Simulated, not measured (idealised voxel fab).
The name of this process module is voxel transistor to metal.
Cross-sectional view cut (width: 205 nm; square cell size: 5 nm).
How to read a cross-section here: the picture is a grid of square cells, written as bands going from the top down, and any band can span one or more rows of cells.
First you get the band's top height and its bottom height, in nm, and then the materials it's made of, left to right, with each width in nm. If you see a single material with "everywhere", that one covers the band edge to edge. "air" is empty space.
Below 0: as-received wafer, all one material; heights counted from there. Lowest band: no bottom, goes on down, written "0..down".
You'd read "30 to 40" like this: the band's top row of cells is as wide as the first number, its bottom row is as wide as the second, and going down, every row changes width by the same amount as the row before did.
Step note "nothing was modified" = no cross-section cell changed.
Empty spaces without an open route to the top, at least 8 cells in extent, make up the entry "Unvented internal voids"; each is given as width x height at distance, where the distance is measured from the left edge, and all are in nm.
On a step's line, text after the settings is the simulator commenting on that step.
The optional step-line setting "overlay nm" applies to steps with a mask and quantifies how far to the right of its planned location the mask lay, a negative value indicating leftward placement.
[List of planned process steps]
1. RECEIVE (material Si)
2. CONFORMAL_DEP (material SiO2; thk nm 5)
3. CONFORMAL_DEP (material SiN; thk nm 15)
4. DIRECTIONAL_DEP (material aC; thk nm 10)
5. PATTERN (tone cover; mask id ACTIVE; material resist; width nm 120; thk nm 30; overlay nm 0)
6. DIRECTIONAL_ETCH (etch materials aC; depth nm 10)
7. STRIP (etch materials resist)
8. DIRECTIONAL_ETCH (etch materials SiN; depth nm 15)
9. DIRECTIONAL_ETCH (etch materials SiO2; depth nm 5)
10. DIRECTIONAL_ETCH (etch materials Si; depth nm 30)
11. STRIP (etch materials aC)
12. FILL_DEP (material SiO2; thk nm 5)
13. CMP (height nm 20)
14. SELECTIVE_ETCH (etch materials SiO2; depth nm 15)
15. STRIP (etch materials SiN)
16. SELECTIVE_ETCH (etch materials SiO2; depth nm 5)
17. OXIDIZE (depth nm 5)
18. DIRECTIONAL_DEP (material polySi; thk nm 30)
19. DIRECTIONAL_DEP (material SiCN; thk nm 15)
20. DIRECTIONAL_DEP (material aC; thk nm 10)
21. PATTERN (tone cover; mask id GATE; material resist; width nm 20; thk nm 30; overlay nm 0)
22. DIRECTIONAL_ETCH (etch materials aC; depth nm 10)
23. STRIP (etch materials resist)
24. DIRECTIONAL_ETCH (etch materials SiCN; depth nm 25)
25. DIRECTIONAL_ETCH (etch materials polySi; depth nm 40)
26. STRIP (etch materials aC)
27. CONFORMAL_DEP (material SiN; thk nm 10)
28. DIRECTIONAL_ETCH (etch materials SiN; depth nm 10)
29. DIRECTIONAL_ETCH (etch materials SiO2; depth nm 5)
30. EPI (material nSi; thk nm 5)
31. FILL_DEP (material SiO2; thk nm 5)
32. CMP (height nm 45)
33. DIRECTIONAL_DEP (material SiO2; thk nm 15)
34. PATTERN (tone open; mask id CONTACT; material resist; width nm 20; pitch nm 80; thk nm 15; overlay nm 0)
35. DIRECTIONAL_ETCH (etch materials SiO2; depth nm 60)
36. STRIP (etch materials resist)
37. CONFORMAL_DEP (material TiN; thk nm 5)
38. FILL_DEP (material W; thk nm 5)
39. CMP (height nm 60)
40. DIRECTIONAL_DEP (material TiN; thk nm 5)
41. DIRECTIONAL_DEP (material Ru; thk nm 15)
42. MASKED_ETCH (tone cover; mask id METAL_1; width nm 20; pitch nm 80; etch materials Ru; depth nm 15; overlay nm 0)
43. MASKED_ETCH (tone cover; mask id METAL_1; width nm 20; pitch nm 80; etch materials TiN; depth nm 5; overlay nm 0)
44. FILL_DEP (material SiO2; thk nm 5)
45. CMP (height nm 80)
46. CONFORMAL_DEP (material SiCN; thk nm 5)
47. DIRECTIONAL_DEP (material lowk; thk nm 25)
48. PATTERN (tone open; mask id METAL_2_HOLES; material resist; width nm 15; pitch nm 80; thk nm 20; overlay nm 0)
49. DIRECTIONAL_ETCH (etch materials lowk; depth nm 25)
50. STRIP (etch materials resist)
51. MASKED_ETCH (tone open; mask id METAL_2; width nm 20; pitch nm 80; etch materials lowk; depth nm 15; overlay nm 0)
52. MASKED_ETCH (tone open; mask id METAL_2; width nm 20; pitch nm 80; etch materials SiCN; depth nm 5; overlay nm 0)
53. CONFORMAL_DEP (material TiN; thk nm 5)
54. FILL_DEP (material Cu; thk nm 10)
55. CMP (height nm 110)
56. CONFORMAL_DEP (material SiN; thk nm 5)
[Cross-section of the wafer upon arrival, representing the state reached after step 1]
> 0..down: Si everywhere
> Unvented internal voids: none
[First of two wafers at the end of the module, shown in cross-section; run carried out as planned]
> 115..110: SiN everywhere
> 110..100: lowk 50 nm, then TiN 5 nm, then Cu 10 nm, then TiN 5 nm, then lowk 60 nm, then TiN 5 nm, then Cu 10 nm, then TiN 5 nm, then lowk 55 nm
> 100..95: lowk 50 nm, then TiN 5 nm, then Cu 5 nm, then TiN 10 nm, then lowk 60 nm, then TiN 5 nm, then Cu 5 nm, then TiN 10 nm, then lowk 55 nm
> 95..85: lowk 50 nm, then TiN 5 nm, then Cu 5 nm, then TiN 5 nm, then lowk 65 nm, then TiN 5 nm, then Cu 5 nm, then TiN 5 nm, then lowk 60 nm
> 85..80: SiCN 50 nm, then TiN 15 nm, then SiCN 65 nm, then TiN 15 nm, then SiCN 60 nm
> 80..65: SiO2 50 nm, then Ru 20 nm, then SiO2 60 nm, then Ru 20 nm, then SiO2 55 nm
> 65..60: SiO2 50 nm, then TiN 20 nm, then SiO2 60 nm, then TiN 20 nm, then SiO2 55 nm
> 60..45: SiO2 50 nm, then TiN 5 nm, then W 10 nm, then TiN 5 nm, then SiO2 60 nm, then TiN 5 nm, then W 10 nm, then TiN 5 nm, then SiO2 55 nm
> 45..30: SiO2 50 nm, then TiN 5 nm, then W 10 nm, then TiN 5 nm, then SiO2 10 nm, then SiN 10 nm, then SiCN 20 nm, then SiN 10 nm, then SiO2 10 nm, then TiN 5 nm, then W 10 nm, then TiN 5 nm, then SiO2 55 nm
> 30..5: SiO2 50 nm, then TiN 5 nm, then W 10 nm, then TiN 5 nm, then SiO2 10 nm, then SiN 10 nm, then polySi 20 nm, then SiN 10 nm, then SiO2 10 nm, then TiN 5 nm, then W 10 nm, then TiN 5 nm, then SiO2 55 nm
> 5..0: SiO2 50 nm, then TiN 20 nm, then SiO2 10 nm, then SiN 10 nm, then polySi 20 nm, then SiN 10 nm, then SiO2 10 nm, then TiN 20 nm, then SiO2 55 nm
> 0..-5: SiO2 35 nm, then nSi 45 nm, then SiO2 40 nm, then nSi 45 nm, then SiO2 40 nm
> -5..-30: SiO2 40 nm, then Si 120 nm, then SiO2 45 nm
> -30..down: Si everywhere
> Unvented internal voids: none
[What the second wafer looks like in cross-section once the module is done. Its start and its plan matched the first wafer's exactly; what differed was one mistake in how it was run]
> 115..110: SiCN everywhere
> 110..100: lowk 50 nm, then TiN 5 nm, then Cu 10 nm, then TiN 5 nm, then lowk 60 nm, then TiN 5 nm, then Cu 10 nm, then TiN 5 nm, then lowk 55 nm
> 100..95: lowk 50 nm, then TiN 5 nm, then Cu 5 nm, then TiN 10 nm, then lowk 60 nm, then TiN 5 nm, then Cu 5 nm, then TiN 10 nm, then lowk 55 nm
> 95..85: lowk 50 nm, then TiN 5 nm, then Cu 5 nm, then TiN 5 nm, then lowk 65 nm, then TiN 5 nm, then Cu 5 nm, then TiN 5 nm, then lowk 60 nm
> 85..80: SiCN 50 nm, then TiN 15 nm, then SiCN 65 nm, then TiN 15 nm, then SiCN 60 nm
> 80..65: SiO2 50 nm, then Ru 20 nm, then SiO2 60 nm, then Ru 20 nm, then SiO2 55 nm
> 65..60: SiO2 50 nm, then TiN 20 nm, then SiO2 60 nm, then TiN 20 nm, then SiO2 55 nm
> 60..45: SiO2 50 nm, then TiN 5 nm, then W 10 nm, then TiN 5 nm, then SiO2 60 nm, then TiN 5 nm, then W 10 nm, then TiN 5 nm, then SiO2 55 nm
> 45..30: SiO2 50 nm, then TiN 5 nm, then W 10 nm, then TiN 5 nm, then SiO2 10 nm, then SiN 10 nm, then SiCN 20 nm, then SiN 10 nm, then SiO2 10 nm, then TiN 5 nm, then W 10 nm, then TiN 5 nm, then SiO2 55 nm
> 30..5: SiO2 50 nm, then TiN 5 nm, then W 10 nm, then TiN 5 nm, then SiO2 10 nm, then SiN 10 nm, then polySi 20 nm, then SiN 10 nm, then SiO2 10 nm, then TiN 5 nm, then W 10 nm, then TiN 5 nm, then SiO2 55 nm
> 5..0: SiO2 50 nm, then TiN 20 nm, then SiO2 10 nm, then SiN 10 nm, then polySi 20 nm, then SiN 10 nm, then SiO2 10 nm, then TiN 20 nm, then SiO2 55 nm
> 0..-5: SiO2 35 nm, then nSi 45 nm, then SiO2 40 nm, then nSi 45 nm, then SiO2 40 nm
> -5..-30: SiO2 40 nm, then Si 120 nm, then SiO2 45 nm
> -30..down: Si everywhere
> Unvented internal voids: none
Error vs. plan: step 56 was not run as planned; what actually ran was CONFORMAL_DEP (material SiCN; thk nm 5)
Per the end-of-run cell counts, the second wafer holds more or fewer of some materials than the first: SiCN +41, SiN -41
